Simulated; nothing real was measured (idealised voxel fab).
Name of the process module below: voxel wiring stack
This is section cut - it's 240 nm across, gridded in 5 nm square cells.
Cross-section format: a grid of square cells, given as bands from top to bottom; each band is one or more rows of cells.
What a band's entry tells you: where the top is and where the bottom is, as heights in nm, and after that what lies inside, material by material from left to right, each with its width in nm. Empty space is written as the word "blank", and a single material marked with the word "everywhere" occupies the band from edge to edge.
Heights are expressed relative to 0, this being the level below which the as-received wafer comprises one material exclusively. The lowest band is unbounded in the downward direction and is denoted as in "z 0 and below".
The notation "30..40" denotes a width that varies across the rows of cells in the band, beginning at the first number in the top row, finishing at the second number in the bottom row, and changing by an identical amount from each row to the next.
"nothing got changed" -> step changed no cross-section cell.
The list in "Enclosed voids" covers empty spaces of 8 cells or more that cannot reach the top through any open way, and it gives each as width x height at distance; the distance is from the left edge, and width, height and distance are in nm.
Whatever follows a step's settings on its line is a remark the simulator itself makes about that step.
Among the settings permitted on a step's line is "overlay nm"; applied to a step with a mask, it specifies the extent to which the mask lay to the right of its planned position, whereas a negative figure signifies a position to the left.

### Planned step list for the process
| 1 | RECEIVE with material Si |
| 2 | CONFORMAL_DEP with material SiO2, thk nm 15 |
| 3 | CONFORMAL_DEP with material SiN, thk nm 5 |
| 4 | DIRECTIONAL_DEP with material lowk, thk nm 20 |
| 5 | PATTERN with tone open, mask id METAL_1, material resist, width nm 30, pitch nm 45, thk nm 15, overlay nm 0 |
| 6 | DIRECTIONAL_ETCH with etch materials lowk, depth nm 20 |
| 7 | DIRECTIONAL_ETCH with etch materials SiN, depth nm 5 |
| 8 | STRIP with etch materials resist |
| 9 | CONFORMAL_DEP with material TiN, thk nm 5 |
| 10 | FILL_DEP with material Cu, thk nm 5 |
| 11 | CMP with height nm 40 |
| 12 | CONFORMAL_DEP with material SiCN, thk nm 5 |
| 13 | DIRECTIONAL_DEP with material lowk, thk nm 20 |
| 14 | MASKED_ETCH with tone open, mask id PLUG_1, width nm 15, pitch nm 45, etch materials lowk, depth nm 20, overlay nm 0 |
| 15 | MASKED_ETCH with tone open, mask id PLUG_1, width nm 15, pitch nm 45, etch materials SiCN, depth nm 5, overlay nm 0 |
| 16 | CONFORMAL_DEP with material TiN, thk nm 5 |
| 17 | FILL_DEP with material Cu, thk nm 5 |
| 18 | CMP with height nm 65 |
| 19 | CONFORMAL_DEP with material SiCN, thk nm 5 |
| 20 | DIRECTIONAL_DEP with material lowk, thk nm 20 |
| 21 | DIRECTIONAL_DEP with material aC, thk nm 15 |
| 22 | PATTERN with tone open, mask id METAL_2, material resist, width nm 30, pitch nm 45, thk nm 35, overlay nm 0 |
| 23 | DIRECTIONAL_ETCH with etch materials aC, depth nm 15 |
| 24 | STRIP with etch materials resist |
| 25 | DIRECTIONAL_ETCH with etch materials lowk, depth nm 20 |
| 26 | DIRECTIONAL_ETCH with etch materials SiCN, depth nm 5 |
| 27 | STRIP with etch materials aC |
| 28 | CONFORMAL_DEP with material TiN, thk nm 5 |
| 29 | FILL_DEP with material W, thk nm 5 |
| 30 | CMP with height nm 90 |
| 31 | EPI with material Ru, thk nm 5 |
| 32 | FILL_DEP with material SiCN, thk nm 5 |
| 33 | DIRECTIONAL_DEP with material lowk, thk nm 35 |
| 34 | PATTERN with tone open, mask id METAL_3, material resist, width nm 30, pitch nm 45, thk nm 20, overlay nm 0 |
| 35 | DIRECTIONAL_ETCH with etch materials lowk, depth nm 20 |
| 36 | STRIP with etch materials resist |
| 37 | MASKED_ETCH with tone open, mask id METAL_3_HOLES, width nm 15, pitch nm 45, etch materials lowk, depth nm 15, overlay nm 0 |
| 38 | MASKED_ETCH with tone open, mask id METAL_3_HOLES, width nm 15, pitch nm 45, etch materials SiCN, depth nm 5, overlay nm 0 |
| 39 | CONFORMAL_DEP with material TiN, thk nm 5 |
| 40 | FILL_DEP with material Cu, thk nm 5 |
| 41 | CMP with height nm 135 |
| 42 | CONFORMAL_DEP with material SiCN, thk nm 5 |

### Cross-section: wafer on arrival = after step 1
	z 0 and below: Si everywhere
	Enclosed voids: none

### End-of-module cross-section of the first of two wafers, processed as planned
	z 140 to 135: SiCN everywhere
	z 135 to 120: 35 nm lowk  5 nm TiN  20 nm Cu  5 nm TiN  15 nm lowk  5 nm TiN  20 nm Cu  5 nm TiN  15 nm lowk  5 nm TiN  20 nm Cu  5 nm TiN  15 nm lowk  5 nm TiN  20 nm Cu  5 nm TiN  40 nm lowk
	z 120 to 115: 35 nm lowk  5 nm TiN  5 nm Cu  20 nm TiN  15 nm lowk  5 nm TiN  5 nm Cu  20 nm TiN  15 nm lowk  5 nm TiN  5 nm Cu  20 nm TiN  15 nm lowk  5 nm TiN  5 nm Cu  20 nm TiN  40 nm lowk
	z 115 to 100: 35 nm lowk  5 nm TiN  5 nm Cu  5 nm TiN  30 nm lowk  5 nm TiN  5 nm Cu  5 nm TiN  30 nm lowk  5 nm TiN  5 nm Cu  5 nm TiN  30 nm lowk  5 nm TiN  5 nm Cu  5 nm TiN  55 nm lowk
	z 100 to 95: 35 nm SiCN  15 nm TiN  30 nm SiCN  15 nm TiN  30 nm SiCN  15 nm TiN  30 nm SiCN  15 nm TiN  55 nm SiCN
	z 95 to 90: 30 nm SiCN  40 nm Ru  5 nm SiCN  40 nm Ru  5 nm SiCN  40 nm Ru  5 nm SiCN  40 nm Ru  35 nm SiCN
	z 90 to 70: 35 nm lowk  5 nm TiN  20 nm W  5 nm TiN  15 nm lowk  5 nm TiN  20 nm W  5 nm TiN  15 nm lowk  5 nm TiN  20 nm W  5 nm TiN  15 nm lowk  5 nm TiN  20 nm W  5 nm TiN  40 nm lowk
	z 70 to 65: 35 nm SiCN  30 nm TiN  15 nm SiCN  30 nm TiN  15 nm SiCN  30 nm TiN  15 nm SiCN  30 nm TiN  40 nm SiCN
	z 65 to 45: 35 nm lowk  5 nm TiN  5 nm Cu  5 nm TiN  30 nm lowk  5 nm TiN  5 nm Cu  5 nm TiN  30 nm lowk  5 nm TiN  5 nm Cu  5 nm TiN  30 nm lowk  5 nm TiN  5 nm Cu  5 nm TiN  55 nm lowk
	z 45 to 40: 35 nm SiCN  15 nm TiN  30 nm SiCN  15 nm TiN  30 nm SiCN  15 nm TiN  30 nm SiCN  15 nm TiN  55 nm SiCN
	z 40 to 20: 35 nm lowk  5 nm TiN  20 nm Cu  5 nm TiN  15 nm lowk  5 nm TiN  20 nm Cu  5 nm TiN  15 nm lowk  5 nm TiN  20 nm Cu  5 nm TiN  15 nm lowk  5 nm TiN  20 nm Cu  5 nm TiN  40 nm lowk
	z 20 to 15: 35 nm SiN  30 nm TiN  15 nm SiN  30 nm TiN  15 nm SiN  30 nm TiN  15 nm SiN  30 nm TiN  40 nm SiN
	z 15 to 0: SiO2 everywhere
	z 0 and below: Si everywhere
	Enclosed voids: none

### Second of two wafers, module complete, sectioned: it shares the first wafer's start and plan but was run with one mistake
	z 140 to 135: SiCN everywhere
	z 135 to 120: 35 nm lowk  5 nm TiN  20 nm Cu  5 nm TiN  15 nm lowk  5 nm TiN  20 nm Cu  5 nm TiN  15 nm lowk  5 nm TiN  20 nm Cu  5 nm TiN  15 nm lowk  5 nm TiN  20 nm Cu  5 nm TiN  40 nm lowk
	z 120 to 115: 35 nm lowk  5 nm TiN  5 nm Cu  20 nm TiN  15 nm lowk  5 nm TiN  5 nm Cu  20 nm TiN  15 nm lowk  5 nm TiN  5 nm Cu  20 nm TiN  15 nm lowk  5 nm TiN  5 nm Cu  20 nm TiN  40 nm lowk
	z 115 to 100: 35 nm lowk  5 nm TiN  5 nm Cu  5 nm TiN  30 nm lowk  5 nm TiN  5 nm Cu  5 nm TiN  30 nm lowk  5 nm TiN  5 nm Cu  5 nm TiN  30 nm lowk  5 nm TiN  5 nm Cu  5 nm TiN  55 nm lowk
	z 100 to 95: 35 nm SiCN  15 nm TiN  30 nm SiCN  15 nm TiN  30 nm SiCN  15 nm TiN  30 nm SiCN  15 nm TiN  55 nm SiCN
	z 95 to 90: 30 nm SiCN  40 nm Ru  5 nm SiCN  40 nm Ru  5 nm SiCN  40 nm Ru  5 nm SiCN  40 nm Ru  35 nm SiCN
	z 90 to 70: 35 nm lowk  5 nm TiN  20 nm W  5 nm TiN  15 nm lowk  5 nm TiN  20 nm W  5 nm TiN  15 nm lowk  5 nm TiN  20 nm W  5 nm TiN  15 nm lowk  5 nm TiN  20 nm W  5 nm TiN  40 nm lowk
	z 70 to 65: 35 nm SiCN  30 nm TiN  15 nm SiCN  30 nm TiN  15 nm SiCN  30 nm TiN  15 nm SiCN  30 nm TiN  40 nm SiCN
	z 65 to 50: 30 nm Cu  5 nm TiN  15 nm lowk  5 nm TiN  20 nm Cu  5 nm TiN  15 nm lowk  5 nm TiN  20 nm Cu  5 nm TiN  15 nm lowk  5 nm TiN  20 nm Cu  5 nm TiN  15 nm lowk  5 nm TiN  50 nm Cu
	z 50 to 45: 35 nm TiN  15 nm lowk  30 nm TiN  15 nm lowk  30 nm TiN  15 nm lowk  30 nm TiN  15 nm lowk  55 nm TiN
	z 45 to 40: SiCN everywhere
	z 40 to 20: 35 nm lowk  5 nm TiN  20 nm Cu  5 nm TiN  15 nm lowk  5 nm TiN  20 nm Cu  5 nm TiN  15 nm lowk  5 nm TiN  20 nm Cu  5 nm TiN  15 nm lowk  5 nm TiN  20 nm Cu  5 nm TiN  40 nm lowk
	z 20 to 15: 35 nm SiN  30 nm TiN  15 nm SiN  30 nm TiN  15 nm SiN  30 nm TiN  15 nm SiN  30 nm TiN  40 nm SiN
	z 15 to 0: SiO2 everywhere
	z 0 and below: Si everywhere
	Enclosed voids: none
Error vs. plan: off-plan run, step 14, actual operation and settings MASKED_ETCH with tone cover, mask id PLUG_1, width nm 15, pitch nm 45, etch materials lowk, depth nm 20, overlay nm 0
It is noted that, at the conclusion of processing, the second wafer exhibits a higher or lower cell count for certain materials relative to the first: +68 Cu, +12 SiCN, +16 TiN, -96 lowk
